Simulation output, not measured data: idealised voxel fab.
Process module under the name voxel local oxidation
Cross-sectional view cut (width: 300 nm; square cell size: 5 nm).
We lay out every cross-section as a grid of square cells and spell it out in bands from the top down, where one band means one or more rows of cells. Read a band's entry like this: the first values are the height of its top and the height of its bottom in nm, and what follows is the sequence of materials from left to right, each with its width in nm. Note that "blank" is empty space, and that a single material marked "edge to edge" reaches across the band from edge to edge. The reference from which all heights are counted is 0, the level beneath which the as-received wafer is entirely one material; the lowest band, having no lower bound, proceeds downward and is written after the example "0 down". Graded width ("30->40"): value in top row of band = first number; value in bottom row = second number; row-to-row change constant. Step marked "stayed the same"? Then no cell in the cross-section changed in it. Under "Closed empty spaces" you'll find the enclosed gaps, the ones with no way out to the top, that are 8 cells or bigger; each reads width x height at distance, with distance counted from the left edge, everything in nm. Whatever follows a step's settings on its line is a remark the simulator itself makes about that step. Regarding "overlay nm": on a step with a mask, it is the distance the mask lay to the right of its planned place; a negative value places it to the left.

SET OUT BELOW ARE THE PLANNED STEPS OF THE PROCESS
1) RECEIVE [material Si]
2) CONFORMAL_DEP [material SiO2] [thk nm 5]
3) CONFORMAL_DEP [material SiN] [thk nm 15]
4) PATTERN [tone cover] [mask id ACTIVE] [material resist] [width nm 105] [thk nm 20] [overlay nm 0]
5) DIRECTIONAL_ETCH [etch materials SiN] [depth nm 15]
6) STRIP [etch materials resist]
7) SELECTIVE_ETCH [etch materials SiO2] [depth nm 5]
8) OXIDIZE [depth nm 10]
9) STRIP [etch materials SiN]

CROSS-SECTIONAL VIEW OF THE WAFER IN ITS AS-RECEIVED CONDITION, CORRESPONDING TO THE STATE AFTER STEP 1
  0 down  Si edge to edge
  Closed empty spaces: none

THIS IS HOW THE WAFER LOOKS IN CROSS-SECTION ONCE THE MODULE IS DONE, GIVEN THE STARTING STATE AND PLAN ABOVE AND ONE MISTAKE IN CARRYING THE PLAN OUT
  5 to 0  blank=100  SiO2=95  blank=105
  0 to -15  SiO2=115  Si=65  SiO2=120
  -15 down  Si edge to edge
  Closed empty spaces: none
So what did we get wrong on this run? contrary to plan, step 8 was performed as OXIDIZE [depth nm 15]
